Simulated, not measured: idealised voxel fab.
process module | voxel capacitor over wiring
cross-section cut | 245 nm wide | cells 5 nm
A cross-section is a grid of square cells, given in bands from the top down. A band is one or more rows of cells.
Each band's line starts with the height of the band's top and of its bottom, in nm. Then come its materials from left to right, each with its width in nm. One material with "throughout" fills the band from edge to edge. "air" is empty space.
Height 0 is the level under which the wafer as received is all one material. The lowest band goes on downwards, as in "0 down".
A width such as "30 to 40" changes by the same amount from each row of cells to the next, from the band's top row to its bottom row.
"no change" after a step means that no cell of the cross-section changed.
closed voids: empty space of 8 cells or more with no open way to the top, each as width x height at its distance from the left edge, in nm
after a step's settings: what the simulator itself notes on the step
overlay nm, on a step with a mask: how far to the right of its planned place the mask lay; to the left if negative
Each pair below shows a cross-section before one step and the cross-section after it, down to the lowest band that changed. The line under each pair gives the step between them, with its settings. The pairs can come from different runs of this module on the same starting wafer, so a pair continues from the pair above only where its "before" says so.
before
  90 to 80: air 80 | TiN 60 | air 105
  80 to 75: air 80 | SiN 60 | air 105
  75 to 70: TiN throughout
  70 to 50: lowk 80 | TiN 5 | W 5 | TiN 5 | lowk 150
  50 to 45: SiCN 80 | TiN 15 | SiCN 150
  45 to 20: SiO2 70 | SiCN 5 | Ru 20 | SiCN 5 | SiO2 45 | SiCN 5 | Ru 20 | SiCN 5 | SiO2 70
  20 to 15: SiCN 75 | TiN 20 | SiCN 55 | TiN 20 | SiCN 75
  15 to 0: SiO2 throughout
  0 down: Si throughout
  closed voids: none
after
  105 to 90: resist 75 | air 70 | resist 100
  90 to 80: resist 75 | air 5 | TiN 60 | air 5 | resist 100
  80 to 75: resist 75 | air 5 | SiN 60 | air 5 | resist 100
  below 75: unchanged
  closed voids: none
the step between: op PATTERN | tone open | mask id LOWER_PLATE | material resist | width nm 70 | thk nm 15 | overlay nm 0
before: the cross-section after the pair above
after
  105 to 85: resist 75 | air 70 | resist 100
  85 to 80: resist 75 | air 5 | TiN 60 | air 5 | resist 100
  80 to 75: resist 75 | air 5 | SiN 60 | air 5 | resist 100
  75 to 70: TiN 75 | air 5 | TiN 60 | air 5 | TiN 100
  below 70: unchanged
  closed voids: none
the step between: op DIRECTIONAL_ETCH | etch materials TiN | depth nm 5
before: the cross-section after the pair above
after
  85 to 80: air 80 | TiN 60 | air 105
  80 to 75: air 80 | SiN 60 | air 105
  below 75: unchanged
  closed voids: none
the step between: op STRIP | etch materials resist
before: the cross-section after the pair above
after
  105 to 85: SiO2 throughout
  85 to 80: SiO2 80 | TiN 60 | SiO2 105
  80 to 75: SiO2 80 | SiN 60 | SiO2 105
  75 to 70: TiN 75 | SiO2 5 | TiN 60 | SiO2 5 | TiN 100
  below 70: unchanged
  closed voids: none
the step between: op FILL_DEP | material SiO2 | thk nm 20
before: the cross-section after the pair above
after
  125 to 105: resist 90 | air 15 | resist 140
  below 105: unchanged
  closed voids: none
the step between: op PATTERN | tone open | mask id PLUG_2 | material resist | width nm 15 | thk nm 20 | overlay nm 0
before: the cross-section after the pair above
after
  125 to 105: resist 90 | air 15 | resist 140
  105 to 90: SiO2 90 | air 15 | SiO2 140
  below 90: unchanged
  closed voids: none
the step between: op DIRECTIONAL_ETCH | etch materials SiO2 | depth nm 15
before: the cross-section after the pair above
after
  105 to 90: SiO2 90 | air 15 | SiO2 140
  below 90: unchanged
  closed voids: none
the step between: op STRIP | etch materials resist
before: the cross-section after the pair above
after
  110 to 105: TiN 95 | air 5 | TiN 145
  105 to 95: SiO2 90 | TiN 5 | air 5 | TiN 5 | SiO2 140
  95 to 90: SiO2 90 | TiN 15 | SiO2 140
  below 90: unchanged
  closed voids: none
the step between: op CONFORMAL_DEP | material TiN | thk nm 5
before: the cross-section after the pair above
after
  120 to 110: Ru throughout
  110 to 105: TiN 95 | Ru 5 | TiN 145
  105 to 95: SiO2 90 | TiN 5 | Ru 5 | TiN 5 | SiO2 140
  below 95: unchanged
  closed voids: none
the step between: op FILL_DEP | material Ru | thk nm 10
before: the cross-section after the pair above
after
  105 to 95: SiO2 90 | TiN 5 | Ru 5 | TiN 5 | SiO2 140
  below 95: unchanged
  closed voids: none
the step between: op CMP | height nm 105
before: the cross-section after the pair above
after
  110 to 105: SiN throughout
  below 105: unchanged
  closed voids: none
the step between: op CONFORMAL_DEP | material SiN | thk nm 5
